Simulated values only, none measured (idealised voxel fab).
process module | voxel plated lines
cross-section cut | 255 nm wide | cells 5 nm
A cross-section is a grid of square cells, given in bands from the top down. A band is one or more rows of cells.
Each band's line starts with the height of the band's top and of its bottom, in nm. Then come its materials from left to right, each with its width in nm. One material with "throughout" fills the band from edge to edge. "air" is empty space.
Height 0 is the level under which the wafer as received is all one material. The lowest band goes on downwards, as in "0 down".
A width such as "30 to 40" changes by the same amount from each row of cells to the next, from the band's top row to its bottom row.
"no change" after a step means that no cell of the cross-section changed.
closed voids: empty space of 8 cells or more with no open way to the top, each as width x height at its distance from the left edge, in nm
after a step's settings: what the simulator itself notes on the step
overlay nm, on a step with a mask: how far to the right of its planned place the mask lay; to the left if negative
plan
1 op RECEIVE | material Si
2 op CONFORMAL_DEP | material SiO2 | thk nm 15
3 op DIRECTIONAL_DEP | material TiN | thk nm 5
4 op PATTERN | tone open | mask id LINES | material resist | width nm 20 | pitch nm 40 | thk nm 40 | overlay nm 0
5 op EPI | material Ru | thk nm 10
6 op EPI | material Ru | thk nm 5
7 op EPI | material Ru | thk nm 5
8 op STRIP | etch materials resist
9 op DIRECTIONAL_ETCH | etch materials TiN | depth nm 5
10 op CONFORMAL_DEP | material SiCN | thk nm 10
as received, after step 1
  0 down: Si throughout
  closed voids: none
a wafer at the end: this start, this plan, one mistake
  50 to 40: SiCN throughout
  40 to 20: Ru 75 | SiCN 20 | Ru 20 | SiCN 20 | Ru 20 | SiCN 20 | Ru 80
  20 to 15: TiN 75 | SiCN 20 | TiN 20 | SiCN 20 | TiN 20 | SiCN 20 | TiN 80
  15 to 0: SiO2 throughout
  0 down: Si throughout
  closed voids: none
what went wrong: step 4 ran as: op PATTERN | tone cover | mask id LINES | material resist | width nm 20 | pitch nm 40 | thk nm 40 | overlay nm 0
